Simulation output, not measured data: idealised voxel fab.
process module | voxel self aligned contacts
cross-section cut | 185 nm wide | cells 5 nm
A cross-section is a grid of square cells, given in bands from the top down. A band is one or more rows of cells.
Each band's line starts with the height of the band's top and of its bottom, in nm. Then come its materials from left to right, each with its width in nm. One material with "throughout" fills the band from edge to edge. "air" is empty space.
Height 0 is the level under which the wafer as received is all one material. The lowest band goes on downwards, as in "0 down".
A width such as "30 to 40" changes by the same amount from each row of cells to the next, from the band's top row to its bottom row.
"no change" after a step means that no cell of the cross-section changed.
closed voids: empty space of 8 cells or more with no open way to the top, each as width x height at its distance from the left edge, in nm
after a step's settings: what the simulator itself notes on the step
overlay nm, on a step with a mask: how far to the right of its planned place the mask lay; to the left if negative
plan
1 op RECEIVE | material Si
2 op CONFORMAL_DEP | material SiO2 | thk nm 5
3 op DIRECTIONAL_DEP | material polySi | thk nm 30
4 op DIRECTIONAL_DEP | material SiN | thk nm 20
5 op PATTERN | tone cover | mask id GATE | material resist | width nm 25 | pitch nm 60 | thk nm 20 | overlay nm 0
6 op DIRECTIONAL_ETCH | etch materials SiN | depth nm 20
7 op DIRECTIONAL_ETCH | etch materials polySi | depth nm 30
8 op STRIP | etch materials resist
9 op CONFORMAL_DEP | material SiN | thk nm 10
10 op DIRECTIONAL_ETCH | etch materials SiN | depth nm 10
11 op FILL_DEP | material SiO2 | thk nm 20
12 op CMP | height nm 65
13 op PATTERN | tone open | mask id CONTACT | material resist | width nm 45 | thk nm 15 | overlay nm 0
14 op DIRECTIONAL_ETCH | etch materials SiO2 | depth nm 65
15 op STRIP | etch materials resist
16 op CONFORMAL_DEP | material TiN | thk nm 5
17 op FILL_DEP | material W | thk nm 5
18 op CMP | height nm 65
19 op CONFORMAL_DEP | material SiCN | thk nm 5
as received, after step 1
  0 down: Si throughout
  closed voids: none
first wafer at the end, as planned
  70 to 65: SiCN throughout
  65 to 55: SiO2 70 | TiN 5 to 20 | W 35 to 5 | TiN 5 to 20 | SiO2 70
  55 to 35: SiO2 40 | SiN 45 | TiN 5 | W 5 | TiN 5 | SiN 45 | SiO2 40
  35 to 5: SiO2 40 | SiN 10 | polySi 25 | SiN 10 | TiN 5 | W 5 | TiN 5 | SiN 10 | polySi 25 | SiN 10 | SiO2 40
  5 to 0: SiO2 85 | TiN 15 | SiO2 85
  0 down: Si throughout
  closed voids: none
second wafer at the end: like start, like plan, one mistake
  70 to 65: SiCN throughout
  65 to 55: SiO2 70 | TiN 5 to 15 | W 35 to 5 | TiN 5 to 25 | SiO2 70
  55 to 35: SiO2 35 | SiN 45 | TiN 5 | W 5 | TiN 5 | SiN 45 | SiO2 45
  35 to 5: SiO2 35 | SiN 10 | polySi 25 | SiN 10 | TiN 5 | W 5 | TiN 5 | SiN 10 | polySi 25 | SiN 10 | SiO2 45
  5 to 0: SiO2 80 | TiN 15 | SiO2 90
  0 down: Si throughout
  closed voids: none
what went wrong: step 5 ran as: op PATTERN | tone cover | mask id GATE | material resist | width nm 25 | pitch nm 60 | thk nm 20 | overlay nm -5
at the end the second wafer has, in cells: as many of each material as the first, in other places
